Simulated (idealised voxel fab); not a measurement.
Documented hereafter: the process module known as voxel fin reveal.
Pictured: cross-section cut, 270 nm wide, on a grid of 5 nm square cells.
Cross-section = grid of square cells, listed top down in bands; band = one or more rows. Band: top height; bottom height; in nm. Then, left to right: material with width in nm, for each material. "all across": a single material spanning edge to edge. "empty": empty space. Zero point of the height axis is 0; under it, received wafer = one material. Lowest band: continues down indefinitely, "z 0 and below". The two numbers in a width such as "30..40" mark its ends across the band: the first belongs to the top row of cells, the second to the bottom row, and from each row to the next the width moves by the same amount. Step note "changes: none" = no cross-section cell changed. "Unvented cavities" means: voids of 8 cells or more that are shut off from the top with no open way through. Written width x height at distance, distance from the left edge, in nm. Where a step's line continues beyond its settings, the continuation is a remark by the simulator itself on that step. Steps that use a mask can have "overlay nm" on their line. It says how far the mask sat to the right of where it was meant to be. Negative means to the left.

[Below is the list of planned process steps]
1 op RECEIVE | material Si
2 op CONFORMAL_DEP | material SiN | thk nm 5
3 op PATTERN | tone cover | mask id FINS | material resist | width nm 15 | pitch nm 35 | thk nm 20 | overlay nm 0
4 op DIRECTIONAL_ETCH | etch materials SiN | depth nm 5
5 op DIRECTIONAL_ETCH | etch materials Si | depth nm 35
6 op STRIP | etch materials resist
7 op OXIDIZE | depth nm 5
8 op FILL_DEP | material SiO2 | thk nm 15
9 op CMP | height nm 5
10 op SELECTIVE_ETCH | etch materials SiO2 | depth nm 20
11 op STRIP | etch materials SiN
12 op CONFORMAL_DEP | material SiO2 | thk nm 5

[Cross-section of the wafer at receipt, which is the condition after step 1]
    z 0 and below | Si all across
    Unvented cavities: none

[First wafer of two, sectioned at end of module; run went per plan]
    z 5 to 0 | 75 empty, 15 SiO2, 20 empty, 15 SiO2, 20 empty, 15 SiO2, 20 empty, 15 SiO2, 75 empty
    z 0 to -10 | 75 empty, 5 SiO2, 5 Si, 5 SiO2, 20 empty, 5 SiO2, 5 Si, 5 SiO2, 20 empty, 5 SiO2, 5 Si, 5 SiO2, 20 empty, 5 SiO2, 5 Si, 5 SiO2, 75 empty
    z -10 to -40 | 80 SiO2, 5 Si, 30 SiO2, 5 Si, 30 SiO2, 5 Si, 30 SiO2, 5 Si, 80 SiO2
    z -40 and below | Si all across
    Unvented cavities: none

[Cross-section, wafer two of two, end of module: same start and plan as wafer one, one error in execution]
    z 5 to 0 | 75 empty, 15 SiO2, 20 empty, 15 SiO2, 20 empty, 15 SiO2, 20 empty, 15 SiO2, 75 empty
    z 0 to -10 | 75 empty, 5 SiO2, 5 Si, 5 SiO2, 20 empty, 5 SiO2, 5 Si, 5 SiO2, 20 empty, 5 SiO2, 5 Si, 5 SiO2, 20 empty, 5 SiO2, 5 Si, 5 SiO2, 75 empty
    z -10 to -35 | 80 SiO2, 5 Si, 30 SiO2, 5 Si, 30 SiO2, 5 Si, 30 SiO2, 5 Si, 80 SiO2
    z -35 and below | Si all across
    Unvented cavities: none
Deviation from plan: the process deviated at step 5: the operation and settings actually run there were op DIRECTIONAL_ETCH | etch materials Si | depth nm 30
The second wafer ends with more or fewer cells of some materials than the first, per final count: Si: 50 more, SiO2: 50 fewer
